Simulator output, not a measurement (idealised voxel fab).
You're looking at the process module voxel capacitor over wiring.
We display cut, a cross-section 280 nm in width whose square cells are each 5 nm.
Heads up, the way a cross-section reads in here is a grid of square cells, handed over as bands from the top down, with every band being one or more rows of cells.
This entry defines a band. It first specifies the height of the band's top and the height of its bottom in nm, and then specifies the band's materials from left to right, stating each material with its width in nm. The word "full width" identifies a single material that fills the band from edge to edge, while the word "air" identifies empty space.
Zero point of the height axis is 0; under it, received wafer = one material. Lowest band: continues down indefinitely, "top 0, no bottom".
Per-row width for "30..40": begins at first number (top row of band), ends at second number (bottom row), increment between rows held constant.
Where a step carries "nothing was modified", the cross-section came out of it unchanged, cell for cell.
This entry, "Enclosed internal voids", enumerates those empty regions of no fewer than 8 cells that possess no open connection to the top. Each region is reported in the form width x height at distance, the distance being taken from the left edge, with all three quantities expressed in nm.
Where a step's line continues beyond its settings, the continuation is a remark by the simulator itself on that step.
The "overlay nm" setting may appear on a step's line; for a step that uses a mask, it gives how far to the right of its planned position the mask lay, and a negative value indicates the left.

**Listed below are the process steps as planned**
- 1: RECEIVE with material Si
- 2: CONFORMAL_DEP with material SiO2, thk nm 15
- 3: DIRECTIONAL_DEP with material TiN, thk nm 5
- 4: DIRECTIONAL_DEP with material W, thk nm 15
- 5: DIRECTIONAL_DEP with material aC, thk nm 10
- 6: PATTERN with tone cover, mask id METAL_1, material resist, width nm 20, pitch nm 70, thk nm 30, overlay nm 0
- 7: DIRECTIONAL_ETCH with etch materials aC, depth nm 10
- 8: STRIP with etch materials resist
- 9: DIRECTIONAL_ETCH with etch materials W, depth nm 15
- 10: DIRECTIONAL_ETCH with etch materials TiN, depth nm 5
- 11: STRIP with etch materials aC
- 12: FILL_DEP with material SiO2, thk nm 5
- 13: CMP with height nm 35
- 14: CONFORMAL_DEP with material SiCN, thk nm 5
- 15: DIRECTIONAL_DEP with material SiO2, thk nm 15
- 16: MASKED_ETCH with tone open, mask id PLUG_1, width nm 15, etch materials SiO2, depth nm 15, overlay nm 0
- 17: MASKED_ETCH with tone open, mask id PLUG_1, width nm 15, etch materials SiCN, depth nm 5, overlay nm 0
- 18: EPI with material Ru, thk nm 10
- 19: EPI with material Ru, thk nm 10
- 20: DIRECTIONAL_DEP with material TiN, thk nm 10
- 21: DIRECTIONAL_DEP with material SiN, thk nm 5
- 22: DIRECTIONAL_DEP with material TiN, thk nm 5
- 23: PATTERN with tone cover, mask id UPPER_PLATE, material resist, width nm 55, thk nm 20, overlay nm 0
- 24: DIRECTIONAL_ETCH with etch materials TiN, depth nm 5
- 25: DIRECTIONAL_ETCH with etch materials SiN, depth nm 5
- 26: STRIP with etch materials resist
- 27: DIRECTIONAL_DEP with material aC, thk nm 10
- 28: PATTERN with tone cover, mask id LOWER_PLATE, material resist, width nm 65, thk nm 25, overlay nm 0
- 29: DIRECTIONAL_ETCH with etch materials aC, depth nm 10
- 30: STRIP with etch materials resist
- 31: DIRECTIONAL_ETCH with etch materials TiN, depth nm 10
- 32: STRIP with etch materials aC
- 33: FILL_DEP with material SiO2, thk nm 20
- 34: CMP with height nm 90
- 35: PATTERN with tone open, mask id PLUG_2, material resist, width nm 15, thk nm 15, overlay nm 0
- 36: DIRECTIONAL_ETCH with etch materials SiO2, depth nm 15
- 37: STRIP with etch materials resist
- 38: CONFORMAL_DEP with material TiN, thk nm 5
- 39: FILL_DEP with material W, thk nm 10
- 40: CMP with height nm 90
- 41: CONFORMAL_DEP with material SiN, thk nm 5

**On the first of the two wafers: run conducted according to plan**

**Cross-sectional view of the wafer in its as-received condition, corresponding to the state after step 1**
top 0, no bottom | Si full width
Enclosed internal voids: none

**Cross-section: wafer state after step 2**
top 15, bottom 0 | SiO2 full width
Below a height of 0, the structure has not been altered.

**Cross-section: wafer state after step 3**
top 20, bottom 15 | TiN full width
Below a height of 15, the structure has not been altered.

**Cross-section: wafer state after step 4**
top 35, bottom 20 | W full width
Below a height of 20, the structure has not been altered.

**Cross-section: wafer state after step 5**
top 45, bottom 35 | aC full width
Below a height of 35, the structure has not been altered.

**Cross-section: wafer state after step 6**
top 75, bottom 45 | air (95); resist (20); air (50); resist (20); air (95)
Below a height of 45, the structure has not been altered.

**Cross-section: wafer state after step 7**
top 65, bottom 45 | air (95); resist (20); air (50); resist (20); air (95)
top 45, bottom 35 | air (95); aC (20); air (50); aC (20); air (95)
Below a height of 35, the structure has not been altered.

**Cross-section: wafer state after step 8**
top 45, bottom 35 | air (95); aC (20); air (50); aC (20); air (95)
Below a height of 35, the structure has not been altered.

**Cross-section: wafer state after step 9**
top 45, bottom 35 | air (95); aC (20); air (50); aC (20); air (95)
top 35, bottom 20 | air (95); W (20); air (50); W (20); air (95)
Below a height of 20, the structure has not been altered.

**Cross-section: wafer state after step 10**
top 45, bottom 35 | air (95); aC (20); air (50); aC (20); air (95)
top 35, bottom 20 | air (95); W (20); air (50); W (20); air (95)
top 20, bottom 15 | air (95); TiN (20); air (50); TiN (20); air (95)
Below a height of 15, the structure has not been altered.

**Cross-section: wafer state after step 11**
top 35, bottom 20 | air (95); W (20); air (50); W (20); air (95)
Below a height of 20, the structure has not been altered.

**Cross-section: wafer state after step 12**
top 40, bottom 35 | SiO2 full width
top 35, bottom 20 | SiO2 (95); W (20); SiO2 (50); W (20); SiO2 (95)
top 20, bottom 15 | SiO2 (95); TiN (20); SiO2 (50); TiN (20); SiO2 (95)
Below a height of 15, the structure has not been altered.

**Cross-section: wafer state after step 13**
top 35, bottom 20 | SiO2 (95); W (20); SiO2 (50); W (20); SiO2 (95)
Below a height of 20, the structure has not been altered.

**Cross-section: wafer state after step 14**
top 40, bottom 35 | SiCN full width
Below a height of 35, the structure has not been altered.

**Cross-section: wafer state after step 15**
top 55, bottom 40 | SiO2 full width
Below a height of 40, the structure has not been altered.

**Cross-section: wafer state after step 16**
top 55, bottom 40 | SiO2 (100); air (15); SiO2 (165)
Below a height of 40, the structure has not been altered.

**Cross-section: wafer state after step 17**
top 55, bottom 40 | SiO2 (100); air (15); SiO2 (165)
top 40, bottom 35 | SiCN (100); air (15); SiCN (165)
Below a height of 35, the structure has not been altered.

**Cross-section: wafer state after step 18**
top 55, bottom 45 | SiO2 (100); air (15); SiO2 (165)
top 45, bottom 40 | SiO2 (100); Ru (15); SiO2 (165)
top 40, bottom 35 | SiCN (100); Ru (15); SiCN (165)
Below a height of 35, the structure has not been altered.

**Cross-section: wafer state after step 19**
top 55, bottom 40 | SiO2 (100); Ru (15); SiO2 (165)
Below a height of 40, the structure has not been altered.

**Cross-section: wafer state after step 20**
top 65, bottom 55 | TiN full width
Below a height of 55, the structure has not been altered.

**Cross-section: wafer state after step 21**
top 70, bottom 65 | SiN full width
Below a height of 65, the structure has not been altered.

**Cross-section: wafer state after step 22**
top 75, bottom 70 | TiN full width
Below a height of 70, the structure has not been altered.

**Cross-section: wafer state after step 23**
top 95, bottom 75 | air (100); resist (55); air (125)
Below a height of 75, the structure has not been altered.

**Cross-section: wafer state after step 24**
top 95, bottom 75 | air (100); resist (55); air (125)
top 75, bottom 70 | air (100); TiN (55); air (125)
Below a height of 70, the structure has not been altered.

**Cross-section: wafer state after step 25**
top 95, bottom 75 | air (100); resist (55); air (125)
top 75, bottom 70 | air (100); TiN (55); air (125)
top 70, bottom 65 | air (100); SiN (55); air (125)
Below a height of 65, the structure has not been altered.

**Cross-section: wafer state after step 26**
top 75, bottom 70 | air (100); TiN (55); air (125)
Below a height of 70, the structure has not been altered.

**Cross-section: wafer state after step 27**
top 85, bottom 75 | air (100); aC (55); air (125)
top 75, bottom 70 | aC (100); TiN (55); aC (125)
top 70, bottom 65 | aC (100); SiN (55); aC (125)
Below a height of 65, the structure has not been altered.

**Cross-section: wafer state after step 28**
top 110, bottom 85 | air (95); resist (65); air (120)
top 85, bottom 75 | air (95); resist (5); aC (55); resist (5); air (120)
Below a height of 75, the structure has not been altered.

**Cross-section: wafer state after step 29**
top 100, bottom 85 | air (95); resist (65); air (120)
top 85, bottom 75 | air (95); resist (5); aC (55); resist (5); air (120)
top 75, bottom 70 | air (95); aC (5); TiN (55); aC (5); air (120)
top 70, bottom 65 | air (95); aC (5); SiN (55); aC (5); air (120)
Below a height of 65, the structure has not been altered.

**Cross-section: wafer state after step 30**
top 85, bottom 75 | air (100); aC (55); air (125)
Below a height of 75, the structure has not been altered.

**Cross-section: wafer state after step 31**
top 85, bottom 75 | air (100); aC (55); air (125)
top 75, bottom 70 | air (95); aC (5); TiN (55); aC (5); air (120)
top 70, bottom 65 | air (95); aC (5); SiN (55); aC (5); air (120)
top 65, bottom 55 | air (95); TiN (65); air (120)
Below a height of 55, the structure has not been altered.

**Cross-section: wafer state after step 32**
top 75, bottom 70 | air (100); TiN (55); air (125)
top 70, bottom 65 | air (100); SiN (55); air (125)
Below a height of 65, the structure has not been altered.

**Cross-section: wafer state after step 33**
top 95, bottom 75 | SiO2 full width
top 75, bottom 70 | SiO2 (100); TiN (55); SiO2 (125)
top 70, bottom 65 | SiO2 (100); SiN (55); SiO2 (125)
top 65, bottom 55 | SiO2 (95); TiN (65); SiO2 (120)
Below a height of 55, the structure has not been altered.

**Cross-section: wafer state after step 34**
top 90, bottom 75 | SiO2 full width
Below a height of 75, the structure has not been altered.

**Cross-section: wafer state after step 35**
top 105, bottom 90 | resist (110); air (15); resist (155)
Below a height of 90, the structure has not been altered.

**Cross-section: wafer state after step 36**
top 105, bottom 90 | resist (110); air (15); resist (155)
top 90, bottom 75 | SiO2 (110); air (15); SiO2 (155)
Below a height of 75, the structure has not been altered.

**Cross-section: wafer state after step 37**
top 90, bottom 75 | SiO2 (110); air (15); SiO2 (155)
Below a height of 75, the structure has not been altered.

**Cross-section: wafer state after step 38**
top 95, bottom 90 | TiN (115); air (5); TiN (160)
top 90, bottom 80 | SiO2 (110); TiN (5); air (5); TiN (5); SiO2 (155)
top 80, bottom 70 | SiO2 (110..100); TiN (15..55); SiO2 (155..125)
Below a height of 70, the structure has not been altered.

**Cross-section: wafer state after step 39**
top 105, bottom 95 | W full width
top 95, bottom 90 | TiN (115); W (5); TiN (160)
top 90, bottom 80 | SiO2 (110); TiN (5); W (5); TiN (5); SiO2 (155)
Below a height of 80, the structure has not been altered.

**Cross-section: wafer state after step 40**
top 90, bottom 80 | SiO2 (110); TiN (5); W (5); TiN (5); SiO2 (155)
Below a height of 80, the structure has not been altered.

**Cross-section: wafer state after step 41**
top 95, bottom 90 | SiN full width
Below a height of 90, the structure has not been altered.

**The Second Wafer: Common Origin and Plan, One Mistake in Execution, Identical to the First Through Step 5**

**What the second wafer looks like in cross-section when step 6 should have wrapped up**
top 75, bottom 45 | air (100); resist (15); air (55); resist (15); air (95)
Below a height of 45, the structure has not been altered.

**What the second wafer looks like in cross-section when step 7 should have wrapped up**
top 65, bottom 45 | air (100); resist (15); air (55); resist (15); air (95)
top 45, bottom 35 | air (100); aC (15); air (55); aC (15); air (95)
Below a height of 35, the structure has not been altered.

**What the second wafer looks like in cross-section when step 8 should have wrapped up**
top 45, bottom 35 | air (100); aC (15); air (55); aC (15); air (95)
Below a height of 35, the structure has not been altered.

**What the second wafer looks like in cross-section when step 9 should have wrapped up**
top 45, bottom 35 | air (100); aC (15); air (55); aC (15); air (95)
top 35, bottom 20 | air (100); W (15); air (55); W (15); air (95)
Below a height of 20, the structure has not been altered.

**What the second wafer looks like in cross-section when step 10 should have wrapped up**
top 45, bottom 35 | air (100); aC (15); air (55); aC (15); air (95)
top 35, bottom 20 | air (100); W (15); air (55); W (15); air (95)
top 20, bottom 15 | air (100); TiN (15); air (55); TiN (15); air (95)
Below a height of 15, the structure has not been altered.

**What the second wafer looks like in cross-section when step 11 should have wrapped up**
top 35, bottom 20 | air (100); W (15); air (55); W (15); air (95)
Below a height of 20, the structure has not been altered.

**What the second wafer looks like in cross-section when step 12 should have wrapped up**
top 40, bottom 35 | SiO2 full width
top 35, bottom 20 | SiO2 (100); W (15); SiO2 (55); W (15); SiO2 (95)
top 20, bottom 15 | SiO2 (100); TiN (15); SiO2 (55); TiN (15); SiO2 (95)
Below a height of 15, the structure has not been altered.

**What the second wafer looks like in cross-section when step 13 should have wrapped up**
top 35, bottom 20 | SiO2 (100); W (15); SiO2 (55); W (15); SiO2 (95)
Below a height of 20, the structure has not been altered.

**What the second wafer looks like in cross-section when step 14 should have wrapped up**
top 40, bottom 35 | SiCN full width
Below a height of 35, the structure has not been altered.

**What the second wafer looks like in cross-section when step 15 should have wrapped up**
top 55, bottom 40 | SiO2 full width
Below a height of 40, the structure has not been altered.

**What the second wafer looks like in cross-section when step 16 should have wrapped up**
top 55, bottom 40 | SiO2 (100); air (15); SiO2 (165)
Below a height of 40, the structure has not been altered.

**What the second wafer looks like in cross-section when step 17 should have wrapped up**
top 55, bottom 40 | SiO2 (100); air (15); SiO2 (165)
top 40, bottom 35 | SiCN (100); air (15); SiCN (165)
Below a height of 35, the structure has not been altered.

**What the second wafer looks like in cross-section when step 18 should have wrapped up**
top 55, bottom 45 | SiO2 (100); air (15); SiO2 (165)
top 45, bottom 40 | SiO2 (100); Ru (15); SiO2 (165)
top 40, bottom 35 | SiCN (100); Ru (15); SiCN (165)
Below a height of 35, the structure has not been altered.

**What the second wafer looks like in cross-section when step 19 should have wrapped up**
top 55, bottom 40 | SiO2 (100); Ru (15); SiO2 (165)
Below a height of 40, the structure has not been altered.

**What the second wafer looks like in cross-section when step 20 should have wrapped up**
top 65, bottom 55 | TiN full width
Below a height of 55, the structure has not been altered.

**What the second wafer looks like in cross-section when step 21 should have wrapped up**
top 70, bottom 65 | SiN full width
Below a height of 65, the structure has not been altered.

**What the second wafer looks like in cross-section when step 22 should have wrapped up**
top 75, bottom 70 | TiN full width
Below a height of 70, the structure has not been altered.

**What the second wafer looks like in cross-section when step 23 should have wrapped up**
top 95, bottom 75 | air (100); resist (55); air (125)
Below a height of 75, the structure has not been altered.

**What the second wafer looks like in cross-section when step 24 should have wrapped up**
top 95, bottom 75 | air (100); resist (55); air (125)
top 75, bottom 70 | air (100); TiN (55); air (125)
Below a height of 70, the structure has not been altered.

**What the second wafer looks like in cross-section when step 25 should have wrapped up**
top 95, bottom 75 | air (100); resist (55); air (125)
top 75, bottom 70 | air (100); TiN (55); air (125)
top 70, bottom 65 | air (100); SiN (55); air (125)
Below a height of 65, the structure has not been altered.

**What the second wafer looks like in cross-section when step 26 should have wrapped up**
top 75, bottom 70 | air (100); TiN (55); air (125)
Below a height of 70, the structure has not been altered.

**What the second wafer looks like in cross-section when step 27 should have wrapped up**
top 85, bottom 75 | air (100); aC (55); air (125)
top 75, bottom 70 | aC (100); TiN (55); aC (125)
top 70, bottom 65 | aC (100); SiN (55); aC (125)
Below a height of 65, the structure has not been altered.

**What the second wafer looks like in cross-section when step 28 should have wrapped up**
top 110, bottom 85 | air (95); resist (65); air (120)
top 85, bottom 75 | air (95); resist (5); aC (55); resist (5); air (120)
Below a height of 75, the structure has not been altered.

**What the second wafer looks like in cross-section when step 29 should have wrapped up**
top 100, bottom 85 | air (95); resist (65); air (120)
top 85, bottom 75 | air (95); resist (5); aC (55); resist (5); air (120)
top 75, bottom 70 | air (95); aC (5); TiN (55); aC (5); air (120)
top 70, bottom 65 | air (95); aC (5); SiN (55); aC (5); air (120)
Below a height of 65, the structure has not been altered.

**What the second wafer looks like in cross-section when step 30 should have wrapped up**
top 85, bottom 75 | air (100); aC (55); air (125)
Below a height of 75, the structure has not been altered.

**What the second wafer looks like in cross-section when step 31 should have wrapped up**
top 85, bottom 75 | air (100); aC (55); air (125)
top 75, bottom 70 | air (95); aC (5); TiN (55); aC (5); air (120)
top 70, bottom 65 | air (95); aC (5); SiN (55); aC (5); air (120)
top 65, bottom 55 | air (95); TiN (65); air (120)
Below a height of 55, the structure has not been altered.

**What the second wafer looks like in cross-section when step 32 should have wrapped up**
top 75, bottom 70 | air (100); TiN (55); air (125)
top 70, bottom 65 | air (100); SiN (55); air (125)
Below a height of 65, the structure has not been altered.

**What the second wafer looks like in cross-section when step 33 should have wrapped up**
top 95, bottom 75 | SiO2 full width
top 75, bottom 70 | SiO2 (100); TiN (55); SiO2 (125)
top 70, bottom 65 | SiO2 (100); SiN (55); SiO2 (125)
top 65, bottom 55 | SiO2 (95); TiN (65); SiO2 (120)
Below a height of 55, the structure has not been altered.

**What the second wafer looks like in cross-section when step 34 should have wrapped up**
top 90, bottom 75 | SiO2 full width
Below a height of 75, the structure has not been altered.

**What the second wafer looks like in cross-section when step 35 should have wrapped up**
top 105, bottom 90 | resist (110); air (15); resist (155)
Below a height of 90, the structure has not been altered.

**What the second wafer looks like in cross-section when step 36 should have wrapped up**
top 105, bottom 90 | resist (110); air (15); resist (155)
top 90, bottom 75 | SiO2 (110); air (15); SiO2 (155)
Below a height of 75, the structure has not been altered.

**What the second wafer looks like in cross-section when step 37 should have wrapped up**
top 90, bottom 75 | SiO2 (110); air (15); SiO2 (155)
Below a height of 75, the structure has not been altered.

**What the second wafer looks like in cross-section when step 38 should have wrapped up**
top 95, bottom 90 | TiN (115); air (5); TiN (160)
top 90, bottom 80 | SiO2 (110); TiN (5); air (5); TiN (5); SiO2 (155)
top 80, bottom 70 | SiO2 (110..100); TiN (15..55); SiO2 (155..125)
Below a height of 70, the structure has not been altered.

**What the second wafer looks like in cross-section when step 39 should have wrapped up**
top 105, bottom 95 | W full width
top 95, bottom 90 | TiN (115); W (5); TiN (160)
top 90, bottom 80 | SiO2 (110); TiN (5); W (5); TiN (5); SiO2 (155)
Below a height of 80, the structure has not been altered.

**What the second wafer looks like in cross-section when step 40 should have wrapped up**
top 90, bottom 80 | SiO2 (110); TiN (5); W (5); TiN (5); SiO2 (155)
Below a height of 80, the structure has not been altered.

**What the second wafer looks like in cross-section when step 41 should have wrapped up**
top 95, bottom 90 | SiN full width
Below a height of 90, the structure has not been altered.
Run error: so step 6 ended up running with a different setting than we planned, it ran as PATTERN with tone cover, mask id METAL_1, material resist, width nm 15, pitch nm 70, thk nm 30, overlay nm 0
At the finish, the second wafer shows more or fewer cells for some materials than the first does: SiO2 +8; TiN -2; W -6
